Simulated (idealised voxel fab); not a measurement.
Title: Process Module voxel self aligned contacts
We display cut, a cross-section 300 nm in width whose square cells are each 5 nm.
A cross-section is a grid of square cells, given in bands from the top down. A band is one or more rows of cells. Look at the band entry: it leads with the top's height and the bottom's height in nm. Then it lists the materials left to right, with a width in nm for each. The word "full width" on a single material says that material fills the band edge to edge. The word "empty" is empty space. Zero point of the height axis is 0; under it, received wafer = one material. Lowest band: continues down indefinitely, "0 nm and below". Width: "30..40" (first number = top row, second number = bottom row, same change from row to row of cells). "no change occurred" means the step left every cell of the cross-section as it was. Empty spaces without an open route to the top, at least 8 cells in extent, make up the entry "Voids, fully enclosed"; each is given as width x height at distance, where the distance is measured from the left edge, and all are in nm. Formally, on a step line, whatever follows the settings is a remark that the simulator itself makes on the step. overlay nm: right-of-plan distance of the mask on a masked step; negative values mean left-of-plan.

So here's the lineup of process steps we planned
- 1: RECEIVE | material Si
- 2: OXIDIZE | depth nm 5
- 3: DIRECTIONAL_DEP | material polySi | thk nm 25
- 4: DIRECTIONAL_DEP | material SiN | thk nm 25
- 5: PATTERN | tone cover | mask id GATE | material resist | width nm 25 | pitch nm 65 | thk nm 15 | overlay nm 0
- 6: DIRECTIONAL_ETCH | etch materials SiN | depth nm 25
- 7: DIRECTIONAL_ETCH | etch materials polySi | depth nm 25
- 8: STRIP | etch materials resist
- 9: CONFORMAL_DEP | material SiN | thk nm 10
- 10: DIRECTIONAL_ETCH | etch materials SiN | depth nm 10
- 11: FILL_DEP | material SiO2 | thk nm 15
- 12: CMP | height nm 60
- 13: MASKED_ETCH | tone open | mask id CONTACT | width nm 50 | etch materials SiO2 | depth nm 65 | overlay nm 0
- 14: CONFORMAL_DEP | material TiN | thk nm 5
- 15: FILL_DEP | material Ru | thk nm 5
- 16: CMP | height nm 60
- 17: CONFORMAL_DEP | material SiCN | thk nm 5

Wafer as received: cross-section following step 1
> 0 nm and below: Si full width
> Voids, fully enclosed: none

Module complete - cross-section of the first of two wafers, run according to plan
> 65 nm to 60 nm: SiCN full width
> 60 nm to 50 nm: SiO2 (125), then TiN (5..20), then Ru (40..10), then TiN (5..20), then SiO2 (125)
> 50 nm to 25 nm: SiO2 (95), then SiN (45), then TiN (5), then Ru (10), then TiN (5), then SiN (45), then SiO2 (95)
> 25 nm to 0 nm: SiO2 (95), then SiN (10), then polySi (25), then SiN (10), then TiN (5), then Ru (10), then TiN (5), then SiN (10), then polySi (25), then SiN (10), then SiO2 (95)
> 0 nm to -5 nm: SiO2 (140), then TiN (20), then SiO2 (140)
> -5 nm and below: Si full width
> Voids, fully enclosed: none

Second of two wafers, module complete, sectioned: it shares the first wafer's start and plan but was run with one mistake
> 65 nm to 60 nm: SiCN full width
> 60 nm to 50 nm: SiO2 (125), then TiN (5..20), then Ru (40..10), then TiN (5..20), then SiO2 (125)
> 50 nm to 25 nm: SiO2 (95), then SiN (45), then TiN (5), then Ru (10), then TiN (5), then SiN (45), then SiO2 (95)
> 25 nm to 5 nm: SiO2 (95), then SiN (10), then polySi (25), then SiN (10), then TiN (5), then Ru (10), then TiN (5), then SiN (10), then polySi (25), then SiN (10), then SiO2 (95)
> 5 nm to 0 nm: SiO2 (95), then SiN (10), then polySi (25), then SiN (10), then TiN (20), then SiN (10), then polySi (25), then SiN (10), then SiO2 (95)
> 0 nm and below: Si full width
> Voids, fully enclosed: none
Here's what went sideways: the run left out plan step 2 entirely, so it was never executed
at the end the second wafer has, in cells: Ru: 2 fewer; Si: 60 more; SiO2: 56 fewer; TiN: 2 fewer
